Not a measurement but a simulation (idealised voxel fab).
The following process module bears the name voxel transistor to metal.
It is cross-section cut that appears here, measuring 140 nm in width, its square cells being 5 nm in size.
Bands, listed from the top down, are how a cross-section gets written in this document; the cross-section itself is a grid of square cells, and a band is one or more rows of them.
Top, bottom (nm), then materials left to right with widths (nm); lone material tagged "edge to edge" fills the whole band edge to edge; "empty" = empty space.
For the purposes of this specification, 0 denotes the height below which the wafer in its as-received condition is composed wholly of one material, and the lowermost band, lacking a lower limit, extends downward without end, as expressed in "0 down".
Width "30..40": first value at the band's top row of cells, second value at its bottom row, equal change from row to row.
The designation "remains unaltered", where it is given for a processing step, indicates that no cell of the cross-section was altered in the course of that step.
"Sealed void listing" means: voids of 8 cells or more that are shut off from the top with no open way through. Written width x height at distance, distance from the left edge, in nm.
Post-settings text on a step line: simulator's own remark regarding the step.
For masked steps, "overlay nm" on the step line gives how far right of plan the mask actually lay; a minus sign means it lay to the left.
Listed below are the process steps as planned:
1,RECEIVE | material Si
2,OXIDIZE | depth nm 5
3,CONFORMAL_DEP | material SiN | thk nm 15
4,PATTERN | tone cover | mask id ACTIVE | material resist | width nm 100 | thk nm 15 | overlay nm 0
5,DIRECTIONAL_ETCH | etch materials SiN | depth nm 15
6,DIRECTIONAL_ETCH | etch materials SiO2 | depth nm 5
7,DIRECTIONAL_ETCH | etch materials Si | depth nm 30
8,STRIP | etch materials resist
9,OXIDIZE | depth nm 5
10,FILL_DEP | material SiO2 | thk nm 10
11,CMP | height nm 15
12,SELECTIVE_ETCH | etch materials SiO2 | depth nm 5
13,STRIP | etch materials SiN
14,SELECTIVE_ETCH | etch materials SiO2 | depth nm 5
15,OXIDIZE | depth nm 5
16,DIRECTIONAL_DEP | material polySi | thk nm 20
17,DIRECTIONAL_DEP | material SiCN | thk nm 15
18,DIRECTIONAL_DEP | material aC | thk nm 15
19,PATTERN | tone cover | mask id GATE | material resist | width nm 20 | thk nm 35 | overlay nm 0
20,DIRECTIONAL_ETCH | etch materials aC | depth nm 15
21,STRIP | etch materials resist
22,DIRECTIONAL_ETCH | etch materials SiCN | depth nm 25
23,DIRECTIONAL_ETCH | etch materials polySi | depth nm 30
24,STRIP | etch materials aC
25,CONFORMAL_DEP | material SiN | thk nm 10
26,DIRECTIONAL_ETCH | etch materials SiN | depth nm 10
27,DIRECTIONAL_ETCH | etch materials SiO2 | depth nm 5
28,DIRECTIONAL_ETCH | etch materials Si | depth nm 15
29,EPI | material nSi | thk nm 15
30,FILL_DEP | material SiO2 | thk nm 10
31,CMP | height nm 30
32,DIRECTIONAL_DEP | material SiO2 | thk nm 10
33,DIRECTIONAL_DEP | material aC | thk nm 15
34,PATTERN | tone open | mask id CONTACT | material resist | width nm 25 | pitch nm 55 | thk nm 35 | overlay nm 0
35,DIRECTIONAL_ETCH | etch materials aC | depth nm 15
36,STRIP | etch materials resist
37,DIRECTIONAL_ETCH | etch materials SiO2 | depth nm 50
38,STRIP | etch materials aC
39,CONFORMAL_DEP | material TiN | thk nm 5
40,FILL_DEP | material W | thk nm 10
41,CMP | height nm 40
42,CONFORMAL_DEP | material SiN | thk nm 5
43,DIRECTIONAL_DEP | material SiO2 | thk nm 25
44,MASKED_ETCH | tone open | mask id METAL_1 | width nm 15 | pitch nm 65 | etch materials SiO2 | depth nm 25 | overlay nm 0
45,MASKED_ETCH | tone open | mask id METAL_1 | width nm 15 | pitch nm 65 | etch materials SiN | depth nm 5 | overlay nm 0
46,CONFORMAL_DEP | material TiN | thk nm 5
47,FILL_DEP | material Ru | thk nm 10
48,CMP | height nm 70
49,CONFORMAL_DEP | material SiCN | thk nm 5
50,DIRECTIONAL_DEP | material lowk | thk nm 25
51,PATTERN | tone open | mask id METAL_2 | material resist | width nm 15 | pitch nm 65 | thk nm 15 | overlay nm 0
52,DIRECTIONAL_ETCH | etch materials lowk | depth nm 15
53,STRIP | etch materials resist
54,PATTERN | tone open | mask id METAL_2_HOLES | material resist | width nm 15 | pitch nm 65 | thk nm 20 | overlay nm 0
55,DIRECTIONAL_ETCH | etch materials lowk | depth nm 10
56,DIRECTIONAL_ETCH | etch materials SiCN | depth nm 5
57,STRIP | etch materials resist
58,CONFORMAL_DEP | material TiN | thk nm 5
59,FILL_DEP | material Cu | thk nm 10
60,CMP | height nm 100
61,CONFORMAL_DEP | material SiN | thk nm 5
Cross-section: wafer on arrival = after step 1:
	0 down  Si edge to edge
	Sealed void listing: none
Sectioned view, first of two wafers, at the close of the module, processed as intended in the plan:
	105 to 100  SiN edge to edge
	100 to 75  lowk 30, then TiN 5, then Cu 5, then TiN 5, then lowk 50, then TiN 5, then Cu 5, then TiN 5, then lowk 30
	75 to 70  SiCN 30, then TiN 15, then SiCN 50, then TiN 15, then SiCN 30
	70 to 45  SiO2 30, then TiN 5, then Ru 5, then TiN 5, then SiO2 50, then TiN 5, then Ru 5, then TiN 5, then SiO2 30
	45 to 40  SiN 30, then TiN 15, then SiN 50, then TiN 15, then SiN 30
	40 to 30  SiO2 30, then TiN 5, then W 15..10, then TiN 5..10, then SiO2 30, then TiN 5..10, then W 15..10, then TiN 5, then SiO2 30
	30 to 15  SiO2 30, then TiN 5, then W 10, then TiN 5, then SiN 10, then SiCN 20, then SiN 10, then TiN 5, then W 10, then TiN 5, then SiO2 30
	15 to 10  SiO2 30, then TiN 5, then W 10, then TiN 5, then SiN 10, then polySi 20, then SiN 10, then TiN 5, then W 10, then TiN 5, then SiO2 30
	10 to 5  SiO2 30, then TiN 20, then SiN 10, then polySi 20, then SiN 10, then TiN 20, then SiO2 30
	5 to -5  SiO2 15, then SiN 10, then SiO2 5, then TiN 5, then nSi 15, then SiN 10, then polySi 20, then SiN 10, then nSi 15, then TiN 5, then SiO2 5, then SiN 10, then SiO2 15
	-5 to -10  SiO2 30, then TiN 5, then nSi 15, then SiO2 40, then nSi 15, then TiN 5, then SiO2 30
	-10 to -25  SiO2 25, then nSi 25, then Si 40, then nSi 25, then SiO2 25
	-25 to -40  SiO2 25, then Si 90, then SiO2 25
	-40 down  Si edge to edge
	Sealed void listing: none
The second wafer, shown in cross-section after the module: started the same way as the first and given the same plan, yet one mistake crept into how it was run:
	105 to 100  SiN edge to edge
	100 to 75  lowk 30, then TiN 5, then Cu 5, then TiN 5, then lowk 50, then TiN 5, then Cu 5, then TiN 5, then lowk 30
	75 to 70  SiCN 30, then TiN 15, then SiCN 50, then TiN 15, then SiCN 30
	70 to 45  SiO2 30, then TiN 5, then Ru 5, then TiN 5, then SiO2 50, then TiN 5, then Ru 5, then TiN 5, then SiO2 30
	45 to 40  SiN 30, then TiN 15, then SiN 50, then TiN 15, then SiN 30
	40 to 30  SiO2 30, then TiN 5, then W 15..10, then TiN 5..10, then SiO2 30, then TiN 5..10, then W 15..10, then TiN 5, then SiO2 30
	30 to 20  SiO2 30, then TiN 5, then W 10, then TiN 5, then SiN 10, then SiCN 20, then SiN 10, then TiN 5, then W 10, then TiN 5, then SiO2 30
	20 to 15  SiO2 30, then TiN 5, then W 10, then TiN 5, then SiN 10, then polySi 20, then SiN 10, then TiN 5, then W 10, then TiN 5, then SiO2 30
	15 to 10  SiO2 30, then TiN 20, then SiN 10, then polySi 20, then SiN 10, then TiN 20, then SiO2 30
	10 to 5  SiO2 25, then nSi 25, then SiN 10, then polySi 20, then SiN 10, then nSi 25, then SiO2 25
	5 to 0  SiO2 20, then SiN 10, then nSi 20, then SiN 10, then polySi 20, then SiN 10, then nSi 20, then SiN 10, then SiO2 20
	0 to -5  SiO2 30, then nSi 20, then SiO2 40, then nSi 20, then SiO2 30
	-5 to -20  SiO2 25, then Si 5, then nSi 20, then Si 40, then nSi 20, then Si 5, then SiO2 25
	-20 to -40  SiO2 25, then Si 90, then SiO2 25
	-40 down  Si edge to edge
	Sealed void listing: none
What was the processing mistake? the processing plan was not followed for steps 13 and 14, which were run with their positions exchanged
Final cells, second wafer relative to first, materials higher or lower: Si: 24 more, SiCN: 4 fewer, SiN: 8 fewer, TiN: 10 fewer, W: 4 fewer, nSi: 2 more
